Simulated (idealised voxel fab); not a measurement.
Presented below is a process module, voxel gate over fins.
It is cross-section cut that appears here, measuring 190 nm in width, its square cells being 5 nm in size.
Cross-section layout: square cells on a grid; listed as bands, top to bottom; a band spans one or more cell rows.
Band entry format. Leading values: height of top, height of bottom, nm. Remainder: materials in left-to-right order, each with its width in nm. Special words: "edge to edge" on a single material, which then fills the band edge to edge; "blank", empty space.
Height is counted from the level 0, under which the received wafer is composed throughout of one material. The lowest of the bands is not closed at the bottom but continues downward, in the notation "0 -> down".
The width entry "30 to 40" should be interpreted row by row: the top row of cells in the band takes the first number, the bottom row takes the second number, and the change between adjacent rows is uniform throughout.
Take "left unchanged" at face value: in the step it is given for, the cross-section changed in none of its cells.
Listed in "Cavities, closed": every empty space of 8 or more cells without an open way to the top. Form: width x height at distance, the distance being from the left edge, all in nm.
Note: text after step settings on the step line = simulator remark on that step.
Each step line may optionally specify "overlay nm", which for a step with a mask gives the rightward distance between the mask's planned place and where it lay, a negative value indicating the leftward direction.

**So here's the lineup of process steps we planned**
| 1 | RECEIVE: material Si |
| 2 | CONFORMAL_DEP: material SiN, thk nm 5 |
| 3 | MASKED_ETCH: tone cover, mask id FINS, width nm 15, pitch nm 50, etch materials SiN, depth nm 5, overlay nm 0 |
| 4 | MASKED_ETCH: tone cover, mask id FINS, width nm 15, pitch nm 50, etch materials Si, depth nm 30, overlay nm 0 |
| 5 | FILL_DEP: material SiO2, thk nm 5 |
| 6 | CMP: height nm 5 |
| 7 | DIRECTIONAL_DEP: material aC, thk nm 15 |
| 8 | PATTERN: tone open, mask id RAIL, material resist, width nm 15, thk nm 30, overlay nm 0 |
| 9 | DIRECTIONAL_ETCH: etch materials aC, depth nm 15 |
| 10 | STRIP: etch materials resist |
| 11 | DIRECTIONAL_ETCH: etch materials SiO2, depth nm 30 |
| 12 | STRIP: etch materials aC |
| 13 | CONFORMAL_DEP: material TiN, thk nm 5 |
| 14 | FILL_DEP: material W, thk nm 5 |
| 15 | CMP: height nm 5 |
| 16 | SELECTIVE_ETCH: etch materials W Ru TiN, depth nm 25 |
| 17 | FILL_DEP: material SiO2, thk nm 5 |
| 18 | CMP: height nm 5 |
| 19 | SELECTIVE_ETCH: etch materials SiO2, depth nm 15 |
| 20 | STRIP: etch materials SiN |
| 21 | CONFORMAL_DEP: material HfO2, thk nm 5 |
| 22 | CONFORMAL_DEP: material TiN, thk nm 5 |
| 23 | FILL_DEP: material W, thk nm 15 |
| 24 | CMP: height nm 20 |
| 25 | CONFORMAL_DEP: material SiCN, thk nm 5 |

**Delivered wafer in cross-section: state after step 1**
* 0 -> down = Si edge to edge
* Cavities, closed: none

**The plan above was carried out on the starting structure above with one mistake, and this cross-section shows the wafer at the end of the module**
* 25 -> 20 = SiCN edge to edge
* 20 -> 10 = W edge to edge
* 10 -> 5 = W 25 nm | TiN 35 nm | W 15 nm | TiN 35 nm | W 15 nm | TiN 35 nm | W 30 nm
* 5 -> 0 = W 25 nm | TiN 5 nm | HfO2 25 nm | TiN 5 nm | W 15 nm | TiN 5 nm | HfO2 25 nm | TiN 5 nm | W 15 nm | TiN 5 nm | HfO2 25 nm | TiN 5 nm | W 30 nm
* 0 -> -5 = TiN 30 nm | HfO2 5 nm | Si 15 nm | HfO2 5 nm | TiN 25 nm | HfO2 5 nm | Si 15 nm | HfO2 5 nm | TiN 25 nm | HfO2 5 nm | Si 15 nm | HfO2 5 nm | TiN 35 nm
* -5 -> -10 = HfO2 35 nm | Si 15 nm | HfO2 35 nm | Si 15 nm | HfO2 35 nm | Si 15 nm | HfO2 40 nm
* -10 -> -20 = SiO2 35 nm | Si 15 nm | SiO2 35 nm | Si 15 nm | SiO2 35 nm | Si 15 nm | SiO2 40 nm
* -20 -> -25 = SiO2 35 nm | Si 15 nm | SiO2 20 nm | TiN 15 nm | Si 15 nm | SiO2 35 nm | Si 15 nm | SiO2 40 nm
* -25 -> -30 = SiO2 35 nm | Si 15 nm | SiO2 35 nm | Si 15 nm | SiO2 35 nm | Si 15 nm | SiO2 40 nm
* -30 -> down = Si edge to edge
* Cavities, closed: none
Which mistake was made when the wafer was run? not per plan at step 8, really ran PATTERN: tone open, mask id RAIL, material resist, width nm 15, thk nm 30, overlay nm 10
